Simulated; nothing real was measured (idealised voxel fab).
Documented hereafter: the process module known as voxel ribs on slabs.
The cross-section shown here is cut; it is 280 nm wide and divided into square cells measuring 5 nm on a side.
For the purposes of this document, a cross-section shall be understood as a grid of square cells, specified as bands listed in top-to-bottom order, each band consisting of one or more rows of cells.
A band entry consists of two parts. The first gives the height of the band's top and the height of its bottom, in nm. The rest lists the band's materials from left to right, each with its width in nm. A single material labelled with the word "all across" fills the band from edge to edge, and the word "empty" marks empty space.
Heads up on the height convention: 0 is the point under which the incoming wafer is all one material, and the lowest band has no bottom, it just keeps going down, like "0 -> down".
Per-row width for "30->40": begins at first number (top row of band), ends at second number (bottom row), increment between rows held constant.
"remained the same" (step): cross-section cells unchanged, all of them.
Listed in "Trapped cavities": every empty space of 8 or more cells without an open way to the top. Form: width x height at distance, the distance being from the left edge, all in nm.
Anything after a step's settings on that line? It's the simulator's own note about the step.
overlay nm: mask right of planned place by this much (step with mask). Neg. = left.
This section lists the process steps that were planned:
1: RECEIVE: material Si
2: DIRECTIONAL_DEP: material SiO2, thk nm 20
3: DIRECTIONAL_DEP: material SiN, thk nm 15
4: PATTERN: tone cover, mask id RIB, material resist, width nm 15, thk nm 15, overlay nm 0
5: DIRECTIONAL_ETCH: etch materials SiN, depth nm 5
6: STRIP: etch materials resist
7: DIRECTIONAL_DEP: material aC, thk nm 10
8: PATTERN: tone cover, mask id SLAB, material resist, width nm 65, thk nm 25, overlay nm 0
9: DIRECTIONAL_ETCH: etch materials aC, depth nm 10
10: STRIP: etch materials resist
11: DIRECTIONAL_ETCH: etch materials SiN, depth nm 10
12: STRIP: etch materials aC
13: FILL_DEP: material SiO2, thk nm 15
14: CMP: height nm 45
15: DIRECTIONAL_DEP: material W, thk nm 5
16: PATTERN: tone cover, mask id HEATER, material resist, width nm 25, thk nm 20, overlay nm 0
17: DIRECTIONAL_ETCH: etch materials W, depth nm 5
18: STRIP: etch materials resist
19: CONFORMAL_DEP: material SiO2, thk nm 5
Wafer, first of two, run as planned:
Wafer as received: cross-section following step 1:
    0 -> down  Si all across
    Trapped cavities: none
Cross-section of the wafer subsequent to step 2:
    20 -> 0  SiO2 all across
    Nothing below the height 0 has changed.
Cross-section of the wafer subsequent to step 3:
    35 -> 20  SiN all across
    Nothing below the height 20 has changed.
Cross-section of the wafer subsequent to step 4:
    50 -> 35  empty 130 / resist 15 / empty 135
    Nothing below the height 35 has changed.
Cross-section of the wafer subsequent to step 5:
    50 -> 35  empty 130 / resist 15 / empty 135
    35 -> 30  empty 130 / SiN 15 / empty 135
    Nothing below the height 30 has changed.
Cross-section of the wafer subsequent to step 6:
    35 -> 30  empty 130 / SiN 15 / empty 135
    Nothing below the height 30 has changed.
Cross-section of the wafer subsequent to step 7:
    45 -> 40  empty 130 / aC 15 / empty 135
    40 -> 35  aC all across
    35 -> 30  aC 130 / SiN 15 / aC 135
    Nothing below the height 30 has changed.
Cross-section of the wafer subsequent to step 8:
    70 -> 45  empty 105 / resist 65 / empty 110
    45 -> 40  empty 105 / resist 25 / aC 15 / resist 25 / empty 110
    Nothing below the height 40 has changed.
Cross-section of the wafer subsequent to step 9:
    60 -> 45  empty 105 / resist 65 / empty 110
    45 -> 40  empty 105 / resist 25 / aC 15 / resist 25 / empty 110
    40 -> 35  empty 105 / aC 65 / empty 110
    35 -> 30  empty 105 / aC 25 / SiN 15 / aC 25 / empty 110
    Nothing below the height 30 has changed.
Cross-section of the wafer subsequent to step 10:
    45 -> 35  empty 130->105 / aC 15->65 / empty 135->110
    Nothing below the height 35 has changed.
Cross-section of the wafer subsequent to step 11:
    45 -> 35  empty 130->105 / aC 15->65 / empty 135->110
    35 -> 30  empty 105 / aC 25 / SiN 15 / aC 25 / empty 110
    30 -> 20  empty 105 / SiN 65 / empty 110
    Nothing below the height 20 has changed.
Cross-section of the wafer subsequent to step 12:
    35 -> 30  empty 130 / SiN 15 / empty 135
    Nothing below the height 30 has changed.
Cross-section of the wafer subsequent to step 13:
    50 -> 35  SiO2 all across
    35 -> 30  SiO2 130 / SiN 15 / SiO2 135
    30 -> 20  SiO2 105 / SiN 65 / SiO2 110
    Nothing below the height 20 has changed.
Cross-section of the wafer subsequent to step 14:
    45 -> 35  SiO2 all across
    Nothing below the height 35 has changed.
Cross-section of the wafer subsequent to step 15:
    50 -> 45  W all across
    Nothing below the height 45 has changed.
Cross-section of the wafer subsequent to step 16:
    70 -> 50  empty 125 / resist 25 / empty 130
    Nothing below the height 50 has changed.
Cross-section of the wafer subsequent to step 17:
    70 -> 50  empty 125 / resist 25 / empty 130
    50 -> 45  empty 125 / W 25 / empty 130
    Nothing below the height 45 has changed.
Cross-section of the wafer subsequent to step 18:
    50 -> 45  empty 125 / W 25 / empty 130
    Nothing below the height 45 has changed.
Cross-section of the wafer subsequent to step 19:
    55 -> 50  empty 120 / SiO2 35 / empty 125
    50 -> 45  SiO2 125 / W 25 / SiO2 130
    Nothing below the height 45 has changed.
Notes, second wafer: start = first wafer's, plan = first wafer's, execution had one mistake; history identical to first through step 5:
The second wafer in cross-section, at the planned close of step 6:
    60 -> 50  empty 130 / aC 15 / empty 135
    50 -> 40  empty 130 / resist 15 / empty 135
    40 -> 35  aC 130 / resist 15 / aC 135
    35 -> 30  aC 130 / SiN 15 / aC 135
    Nothing below the height 30 has changed.
The second wafer in cross-section, at the planned close of step 7:
    40 -> 35  aC 130 / empty 15 / aC 135
    Nothing below the height 35 has changed.
The second wafer in cross-section, at the planned close of step 8:
    65 -> 40  empty 105 / resist 65 / empty 110
    40 -> 35  aC 130 / resist 15 / aC 135
    Nothing below the height 35 has changed.
The second wafer in cross-section, at the planned close of step 9:
    55 -> 40  empty 105 / resist 65 / empty 110
    40 -> 35  empty 105 / aC 25 / resist 15 / aC 25 / empty 110
    35 -> 30  empty 105 / aC 25 / SiN 15 / aC 25 / empty 110
    Nothing below the height 30 has changed.
The second wafer in cross-section, at the planned close of step 10:
    40 -> 35  empty 105 / aC 25 / empty 15 / aC 25 / empty 110
    Nothing below the height 35 has changed.
The second wafer in cross-section, at the planned close of step 11:
    40 -> 30  empty 105 / aC 25 / empty 15 / aC 25 / empty 110
    30 -> 25  empty 105 / SiN 25 / empty 15 / SiN 25 / empty 110
    25 -> 20  empty 105 / SiN 65 / empty 110
    Nothing below the height 20 has changed.
The second wafer in cross-section, at the planned close of step 12:
    30 -> 25  empty 105 / SiN 25 / empty 15 / SiN 25 / empty 110
    Nothing below the height 25 has changed.
The second wafer in cross-section, at the planned close of step 13:
    45 -> 30  SiO2 all across
    30 -> 25  SiO2 105 / SiN 25 / SiO2 15 / SiN 25 / SiO2 110
    25 -> 20  SiO2 105 / SiN 65 / SiO2 110
    Nothing below the height 20 has changed.
The second wafer in cross-section, at the planned close of step 14: remained the same
The second wafer in cross-section, at the planned close of step 15:
    50 -> 45  W all across
    Nothing below the height 45 has changed.
The second wafer in cross-section, at the planned close of step 16:
    70 -> 50  empty 125 / resist 25 / empty 130
    Nothing below the height 50 has changed.
The second wafer in cross-section, at the planned close of step 17:
    70 -> 50  empty 125 / resist 25 / empty 130
    50 -> 45  empty 125 / W 25 / empty 130
    Nothing below the height 45 has changed.
The second wafer in cross-section, at the planned close of step 18:
    50 -> 45  empty 125 / W 25 / empty 130
    Nothing below the height 45 has changed.
The second wafer in cross-section, at the planned close of step 19:
    55 -> 50  empty 120 / SiO2 35 / empty 125
    50 -> 45  SiO2 125 / W 25 / SiO2 130
    Nothing below the height 45 has changed.
Finding, execution versus plan: step 7 occupied the plan position of step 6, and the converse holds as well
Upon completion, the second wafer contains, in terms of cells, a greater or smaller amount of certain materials than the first wafer: SiN -6; SiO2 +6
